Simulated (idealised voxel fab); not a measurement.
Process module heading - voxel double patterning
Cross-section cut: width 180 nm, square cells of 5 nm.
Heads up, the way a cross-section reads in here is a grid of square cells, handed over as bands from the top down, with every band being one or more rows of cells.
Basically the band line says how high the top is and how high the bottom is, in nm, and then what's in it from left to right, every material with its width in nm. Empty space shows up as "empty", and if a single material carries "full width" it runs the full band edge to edge.
We count height from 0. Below that, the starting wafer is all one material. The lowest band never ends at the bottom but goes on down; see "from 0 down" for how that is written.
A width such as "30->40" changes by the same amount from each row of cells to the next, from the band's top row to its bottom row.
Given "same as before" for a step, no cell of the cross-section differs between before and after that step.
The entry "Fully closed voids" lists the empty spaces that cover at least 8 cells and have no open path to the top. Each is written as width x height at distance, where the distance is measured from the left edge and all three values are in nm.
It should be noted that, on the line of a given step, the content following the step's settings is a remark produced by the simulator itself with respect to that step.
"overlay nm" answers the question of how far to the right of plan the mask lay on a step that has a mask, and when it is negative the answer is to the left.

### Process steps foreseen in the plan
1 op RECEIVE | material Si
2 op CONFORMAL_DEP | material SiO2 | thk nm 5
3 op DIRECTIONAL_DEP | material W | thk nm 20
4 op DIRECTIONAL_DEP | material SiCN | thk nm 5
5 op MASKED_ETCH | tone open | mask id FIRST | width nm 15 | pitch nm 50 | etch materials SiCN | depth nm 5 | overlay nm 0
6 op PATTERN | tone open | mask id SECOND | material resist | width nm 15 | pitch nm 50 | thk nm 15 | overlay nm 0
7 op DIRECTIONAL_ETCH | etch materials SiCN | depth nm 5
8 op STRIP | etch materials resist
9 op DIRECTIONAL_ETCH | etch materials W | depth nm 20
10 op STRIP | etch materials SiCN

### First of the two wafers, run per plan

### So this is the incoming wafer in cross-section - it's already been through step 1
    from 0 down | Si full width
    Fully closed voids: none

### After step 2, in cross-section
    from 5 to 0 | SiO2 full width
    Below 0, no change.

### After step 3, in cross-section
    from 25 to 5 | W full width
    Below 5, no change.

### After step 4, in cross-section
    from 30 to 25 | SiCN full width
    Below 25, no change.

### After step 5, in cross-section
    from 30 to 25 | 30 nm SiCN, 15 nm empty, 35 nm SiCN, 15 nm empty, 35 nm SiCN, 15 nm empty, 35 nm SiCN
    Below 25, no change.

### After step 6, in cross-section
    from 45 to 30 | 55 nm resist, 15 nm empty, 35 nm resist, 15 nm empty, 60 nm resist
    from 30 to 25 | 30 nm SiCN, 15 nm resist, 35 nm SiCN, 15 nm resist, 35 nm SiCN, 15 nm resist, 35 nm SiCN
    Below 25, no change.

### After step 7, in cross-section
    from 45 to 30 | 55 nm resist, 15 nm empty, 35 nm resist, 15 nm empty, 60 nm resist
    from 30 to 25 | 30 nm SiCN, 15 nm resist, 10 nm SiCN, 15 nm empty, 10 nm SiCN, 15 nm resist, 10 nm SiCN, 15 nm empty, 10 nm SiCN, 15 nm resist, 35 nm SiCN
    Below 25, no change.

### After step 8, in cross-section
    from 30 to 25 | 30 nm SiCN, 15 nm empty, 10 nm SiCN, 15 nm empty, 10 nm SiCN, 15 nm empty, 10 nm SiCN, 15 nm empty, 10 nm SiCN, 15 nm empty, 35 nm SiCN
    Below 25, no change.

### After step 9, in cross-section
    from 30 to 25 | 30 nm SiCN, 15 nm empty, 10 nm SiCN, 15 nm empty, 10 nm SiCN, 15 nm empty, 10 nm SiCN, 15 nm empty, 10 nm SiCN, 15 nm empty, 35 nm SiCN
    from 25 to 5 | 30 nm W, 15 nm empty, 10 nm W, 15 nm empty, 10 nm W, 15 nm empty, 10 nm W, 15 nm empty, 10 nm W, 15 nm empty, 35 nm W
    Below 5, no change.

### After step 10, in cross-section
    from 25 to 5 | 30 nm W, 15 nm empty, 10 nm W, 15 nm empty, 10 nm W, 15 nm empty, 10 nm W, 15 nm empty, 10 nm W, 15 nm empty, 35 nm W
    Below 5, no change.

### Okay, second wafer. Nothing different at the start, nothing different in the plan, just one mistake somewhere in the running. As far as step 1, counting that step, it's the first wafer all over again

Second wafer shown in cross-section at the time step 2 was slated to end: same as before

### Second wafer shown in cross-section at the time step 3 was slated to end
    from 20 to 0 | W full width
    Below 0, no change.

### Second wafer shown in cross-section at the time step 4 was slated to end
    from 25 to 20 | SiCN full width
    Below 20, no change.

### Second wafer shown in cross-section at the time step 5 was slated to end
    from 25 to 20 | 30 nm SiCN, 15 nm empty, 35 nm SiCN, 15 nm empty, 35 nm SiCN, 15 nm empty, 35 nm SiCN
    Below 20, no change.

### Second wafer shown in cross-section at the time step 6 was slated to end
    from 40 to 25 | 55 nm resist, 15 nm empty, 35 nm resist, 15 nm empty, 60 nm resist
    from 25 to 20 | 30 nm SiCN, 15 nm resist, 35 nm SiCN, 15 nm resist, 35 nm SiCN, 15 nm resist, 35 nm SiCN
    Below 20, no change.

### Second wafer shown in cross-section at the time step 7 was slated to end
    from 40 to 25 | 55 nm resist, 15 nm empty, 35 nm resist, 15 nm empty, 60 nm resist
    from 25 to 20 | 30 nm SiCN, 15 nm resist, 10 nm SiCN, 15 nm empty, 10 nm SiCN, 15 nm resist, 10 nm SiCN, 15 nm empty, 10 nm SiCN, 15 nm resist, 35 nm SiCN
    Below 20, no change.

### Second wafer shown in cross-section at the time step 8 was slated to end
    from 25 to 20 | 30 nm SiCN, 15 nm empty, 10 nm SiCN, 15 nm empty, 10 nm SiCN, 15 nm empty, 10 nm SiCN, 15 nm empty, 10 nm SiCN, 15 nm empty, 35 nm SiCN
    Below 20, no change.

### Second wafer shown in cross-section at the time step 9 was slated to end
    from 25 to 20 | 30 nm SiCN, 15 nm empty, 10 nm SiCN, 15 nm empty, 10 nm SiCN, 15 nm empty, 10 nm SiCN, 15 nm empty, 10 nm SiCN, 15 nm empty, 35 nm SiCN
    from 20 to 0 | 30 nm W, 15 nm empty, 10 nm W, 15 nm empty, 10 nm W, 15 nm empty, 10 nm W, 15 nm empty, 10 nm W, 15 nm empty, 35 nm W
    Below 0, no change.

### Second wafer shown in cross-section at the time step 10 was slated to end
    from 20 to 0 | 30 nm W, 15 nm empty, 10 nm W, 15 nm empty, 10 nm W, 15 nm empty, 10 nm W, 15 nm empty, 10 nm W, 15 nm empty, 35 nm W
    Below 0, no change.
What went wrong in running the wafer? step 2 of the plan got skipped, so it never ran
Wrapping up, a cell-based count of both wafers puts the second over or under the first for these materials: 36 fewer of SiO2
